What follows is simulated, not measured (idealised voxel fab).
The process module presented herein is designated voxel capacitor over wiring.
270 nm wide, 5 nm square cells: that's cross-section cut.
Cross-sections here: square-cell grids, written as top-down lists of bands, a band being one or more rows of cells.
Band entry format. Leading values: height of top, height of bottom, nm. Remainder: materials in left-to-right order, each with its width in nm. Special words: "edge to edge" on a single material, which then fills the band edge to edge; "air", empty space.
Basically, 0 is our baseline, since under it the wafer straight out of the box is all one material. The bottom band has no lower end and keeps on going down, so it looks like "top 0, no bottom".
A width such as "30 to 40" changes by the same amount from each row of cells to the next, from the band's top row to its bottom row.
Basically "changes: none" means that step didn't change any cell in the cross-section.
"Catalogued sealed voids" contains a list of empty spaces, each no smaller than 8 cells and without an open way to the top, written in the form width x height at distance with the distance from the left edge and all three in nm.
Text after the settings on a step's line: the simulator's own remark on that step.
"overlay nm" denotes, for a step that has a mask, the displacement of the mask to the right of its planned place, with negative values corresponding to the left.
**Below is the list of planned process steps**
- 1: RECEIVE | material Si
- 2: CONFORMAL_DEP | material SiO2 | thk nm 15
- 3: CONFORMAL_DEP | material SiCN | thk nm 5
- 4: DIRECTIONAL_DEP | material lowk | thk nm 15
- 5: PATTERN | tone open | mask id METAL_1 | material resist | width nm 25 | pitch nm 95 | thk nm 15 | overlay nm 0
- 6: DIRECTIONAL_ETCH | etch materials lowk | depth nm 15
- 7: DIRECTIONAL_ETCH | etch materials SiCN | depth nm 5
- 8: STRIP | etch materials resist
- 9: CONFORMAL_DEP | material TiN | thk nm 5
- 10: FILL_DEP | material W | thk nm 10
- 11: CMP | height nm 35
- 12: EPI | material Ru | thk nm 5
- 13: FILL_DEP | material SiCN | thk nm 5
- 14: DIRECTIONAL_DEP | material SiO2 | thk nm 15
- 15: MASKED_ETCH | tone open | mask id PLUG_1 | width nm 15 | etch materials SiO2 | depth nm 15 | overlay nm 0
- 16: MASKED_ETCH | tone open | mask id PLUG_1 | width nm 15 | etch materials SiCN | depth nm 5 | overlay nm 0
- 17: EPI | material Ru | thk nm 10
- 18: EPI | material Ru | thk nm 10
- 19: DIRECTIONAL_DEP | material TiN | thk nm 5
- 20: DIRECTIONAL_DEP | material SiN | thk nm 5
- 21: DIRECTIONAL_DEP | material TiN | thk nm 10
- 22: MASKED_ETCH | tone cover | mask id UPPER_PLATE | width nm 75 | etch materials TiN | depth nm 10 | overlay nm 0
- 23: MASKED_ETCH | tone cover | mask id UPPER_PLATE | width nm 75 | etch materials SiN | depth nm 5 | overlay nm 0
- 24: DIRECTIONAL_DEP | material aC | thk nm 10
- 25: PATTERN | tone cover | mask id LOWER_PLATE | material resist | width nm 85 | thk nm 25 | overlay nm 0
- 26: DIRECTIONAL_ETCH | etch materials aC | depth nm 10
- 27: STRIP | etch materials resist
- 28: DIRECTIONAL_ETCH | etch materials TiN | depth nm 5
- 29: STRIP | etch materials aC
- 30: FILL_DEP | material SiO2 | thk nm 20
- 31: CMP | height nm 95
- 32: PATTERN | tone open | mask id PLUG_2 | material resist | width nm 15 | thk nm 20 | overlay nm 0
- 33: DIRECTIONAL_ETCH | etch materials SiO2 | depth nm 15
- 34: STRIP | etch materials resist
- 35: CONFORMAL_DEP | material TiN | thk nm 5
- 36: FILL_DEP | material W | thk nm 10
- 37: CMP | height nm 95
- 38: CONFORMAL_DEP | material SiCN | thk nm 5
**Wafer at receipt (post step 1), cross-section**
> top 0, no bottom = Si edge to edge
> Catalogued sealed voids: none
**a wafer at the end: this start, this plan, one mistake**
> top 100, bottom 95 = SiCN edge to edge
> top 95, bottom 85 = 95 SiO2 / 5 TiN / 5 W / 5 TiN / 160 SiO2
> top 85, bottom 80 = 95 SiO2 / 15 TiN / 160 SiO2
> top 80, bottom 70 = 85 SiO2 / 75 TiN / 110 SiO2
> top 70, bottom 65 = 85 SiO2 / 75 SiN / 110 SiO2
> top 65, bottom 60 = 80 SiO2 / 85 TiN / 105 SiO2
> top 60, bottom 45 = 85 SiO2 / 15 Ru / 170 SiO2
> top 45, bottom 40 = 85 SiCN / 15 Ru / 170 SiCN
> top 40, bottom 35 = 70 SiCN / 40 Ru / 55 SiCN / 40 Ru / 65 SiCN
> top 35, bottom 20 = 75 lowk / 5 TiN / 20 W / 5 TiN / 65 lowk / 5 TiN / 20 W / 5 TiN / 70 lowk
> top 20, bottom 15 = 75 SiCN / 30 TiN / 65 SiCN / 30 TiN / 70 SiCN
> top 15, bottom 0 = SiO2 edge to edge
> top 0, no bottom = Si edge to edge
> Catalogued sealed voids: none
Here's what went sideways: planned and actual differ for step 5; actual: PATTERN | tone open | mask id METAL_1 | material resist | width nm 30 | pitch nm 95 | thk nm 15 | overlay nm 0
